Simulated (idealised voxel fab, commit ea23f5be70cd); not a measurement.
A process module follows: voxel self aligned contacts.
Cross-sectional view cut (width: 250 nm; square cell size: 5 nm).
Square cells in a grid make up a cross-section in this document, and the grid is given as bands, listed from the top down, each one or more rows of cells.
Within each band entry, the heights of the top and of the bottom of the band appear first, in that order and in nm; the materials of the band then follow from left to right, each with its corresponding width in nm. The designation "all across" on a single material indicates that it fills the band from edge to edge; the designation "empty" indicates empty space.
It should be noted that heights are counted from 0, beneath which the wafer as supplied is of one material throughout, and that the lowest band possesses no lower boundary but continues downward, as written in "0 nm and below".
Width spec "30->40" -> top row of cells at first value, bottom row at second value, equal per-row change in between.
"no alterations made", as given for a step, is the statement that not any cell of the cross-section underwent a change during that step.
Listed in "Catalogued sealed voids": every empty space of 8 or more cells without an open way to the top. Form: width x height at distance, the distance being from the left edge, all in nm.
The remark found on a step's line after its settings is issued by the simulator itself and pertains to that step.
overlay nm: where the mask lay relative to plan, measured to the right, on steps with a mask; negatives go left.
Process steps - plan:
step 1: RECEIVE, material Si
step 2: OXIDIZE, depth nm 5
step 3: DIRECTIONAL_DEP, material polySi, thk nm 30
step 4: DIRECTIONAL_DEP, material SiN, thk nm 20
step 5: DIRECTIONAL_DEP, material aC, thk nm 15
step 6: PATTERN, tone cover, mask id GATE, material resist, width nm 35, pitch nm 65, thk nm 30, overlay nm 0
step 7: DIRECTIONAL_ETCH, etch materials aC, depth nm 15
step 8: STRIP, etch materials resist
step 9: DIRECTIONAL_ETCH, etch materials SiN, depth nm 20
step 10: DIRECTIONAL_ETCH, etch materials polySi, depth nm 30
step 11: STRIP, etch materials aC
step 12: CONFORMAL_DEP, material SiN, thk nm 5
step 13: DIRECTIONAL_ETCH, etch materials SiN, depth nm 5
step 14: FILL_DEP, material SiO2, thk nm 20
step 15: CMP, height nm 60
step 16: DIRECTIONAL_DEP, material aC, thk nm 15
step 17: PATTERN, tone open, mask id CONTACT, material resist, width nm 40, pitch nm 65, thk nm 30, overlay nm 0
step 18: DIRECTIONAL_ETCH, etch materials aC, depth nm 15
step 19: STRIP, etch materials resist
step 20: DIRECTIONAL_ETCH, etch materials SiO2, depth nm 65
step 21: STRIP, etch materials aC
step 22: CONFORMAL_DEP, material TiN, thk nm 5
step 23: FILL_DEP, material Ru, thk nm 5
step 24: CMP, height nm 60
step 25: CONFORMAL_DEP, material SiCN, thk nm 5
Wafer at receipt (post step 1), cross-section:
0 nm and below | Si all across
Catalogued sealed voids: none
Look at the cross-section after the module: the wafer started out the way shown above and the plan was the one shown above, yet one mistake was made along the way:
65 nm to 60 nm | SiCN all across
60 nm to 50 nm | SiO2=70  TiN=5->15  Ru=30->10  TiN=5->15  SiO2=25  TiN=5->15  Ru=30->10  TiN=5->15  SiO2=75
50 nm to 30 nm | SiO2=35  SiN=45  TiN=5  Ru=10  TiN=5  SiN=45  TiN=5  Ru=10  TiN=5  SiN=45  SiO2=40
30 nm to 10 nm | SiO2=35  SiN=5  polySi=35  SiN=5  TiN=5  Ru=10  TiN=5  SiN=5  polySi=35  SiN=5  TiN=5  Ru=10  TiN=5  SiN=5  polySi=35  SiN=5  SiO2=40
10 nm to 5 nm | SiO2=35  SiN=5  polySi=35  SiN=5  TiN=20  SiN=5  polySi=35  SiN=5  TiN=20  SiN=5  polySi=35  SiN=5  SiO2=40
5 nm to 0 nm | SiN=40  polySi=35  SiN=30  polySi=35  SiN=30  polySi=35  SiN=45
0 nm to -5 nm | SiO2 all across
-5 nm and below | Si all across
Catalogued sealed voids: none
What was the processing mistake? the executed order of steps 12 and 13 is the reverse of that specified in the plan, each step having taken the other's position
